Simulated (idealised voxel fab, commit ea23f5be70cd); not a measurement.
Process module under the name voxel local oxidation
The cross-section shown here is cut; it is 270 nm wide and divided into square cells measuring 5 nm on a side.
Notation: cross-section as square-cell grid; stated in bands, top first, going down; one or more cell rows per band. Quick guide to a band line: top height, bottom height (nm) up front; then every material left to right with its width in nm. Only one material and it's marked "all across"? Then it fills the band edge to edge. And "empty" just means empty space. Counting heights begins at 0, where everything beneath is, in the wafer as received, one material. The lowest band has no bottom; it goes on downwards, as "z 0 and below" shows. The expression "30..40" gives the width at the extremes of the band, the first number at its top row of cells and the second at its bottom row, with the width changing by equal amounts from each row to the next in between. The cross-section has no changed cell in any step marked "no modification". For the entry "Fully closed voids", the listed items are empty spaces with no open way to the top whose size is 8 cells or more; each item follows the pattern width x height at distance, where distance is from the left edge and all three are in nm. On each step's line, the part that comes after the settings is the simulator's own comment on the step. "overlay nm" on a masked step: distance the mask lay right of its planned place, negative for left.
Steps planned for the process
1: RECEIVE, material Si
2: CONFORMAL_DEP, material SiO2, thk nm 5
3: CONFORMAL_DEP, material SiN, thk nm 10
4: PATTERN, tone cover, mask id ACTIVE, material resist, width nm 110, thk nm 20, overlay nm 0
5: DIRECTIONAL_ETCH, etch materials SiN, depth nm 10
6: STRIP, etch materials resist
7: SELECTIVE_ETCH, etch materials SiO2, depth nm 5
8: OXIDIZE, depth nm 10
9: STRIP, etch materials SiN
First of two wafers: run as planned
Here's what the wafer looked like in cross-section when it arrived - that's after step 1
  z 0 and below | Si all across
  Fully closed voids: none
Wafer xsec, post step 2
  z 5 to 0 | SiO2 all across
  Everything under 0 stays put, no change at all.
Wafer xsec, post step 3
  z 15 to 5 | SiN all across
  Everything under 5 stays put, no change at all.
Wafer xsec, post step 4
  z 35 to 15 | 80 of empty; 110 of resist; 80 of empty
  Everything under 15 stays put, no change at all.
Wafer xsec, post step 5
  z 35 to 15 | 80 of empty; 110 of resist; 80 of empty
  z 15 to 5 | 80 of empty; 110 of SiN; 80 of empty
  Everything under 5 stays put, no change at all.
Wafer xsec, post step 6
  z 15 to 5 | 80 of empty; 110 of SiN; 80 of empty
  Everything under 5 stays put, no change at all.
Wafer xsec, post step 7
  z 15 to 5 | 80 of empty; 110 of SiN; 80 of empty
  z 5 to 0 | 85 of empty; 100 of SiO2; 85 of empty
  Everything under 0 stays put, no change at all.
Wafer xsec, post step 8
  z 15 to 5 | 80 of empty; 110 of SiN; 80 of empty
  z 5 to 0 | 85 of empty; 100 of SiO2; 85 of empty
  z 0 to -10 | 95 of SiO2; 80 of Si; 95 of SiO2
  Everything under -10 stays put, no change at all.
Wafer xsec, post step 9
  z 5 to 0 | 85 of empty; 100 of SiO2; 85 of empty
  Everything under 0 stays put, no change at all.
The Second Wafer: Common Origin and Plan, One Mistake in Execution, Identical to the First Through Step 7
The second wafer in cross-section, at the planned close of step 8
  z 15 to 5 | 80 of empty; 110 of SiN; 80 of empty
  z 5 to 0 | 85 of empty; 100 of SiO2; 85 of empty
  z 0 to -15 | 100 of SiO2; 70 of Si; 100 of SiO2
  Everything under -15 stays put, no change at all.
The second wafer in cross-section, at the planned close of step 9
  z 5 to 0 | 85 of empty; 100 of SiO2; 85 of empty
  Everything under 0 stays put, no change at all.
Heads up, the wafer didn't run the way we planned it: step 8 ran with different settings than intended, the actual operation and settings being OXIDIZE, depth nm 15
Once processing is complete, comparing cell counts shows that the second wafer has more or fewer of certain materials than the first: -44 Si | +44 SiO2
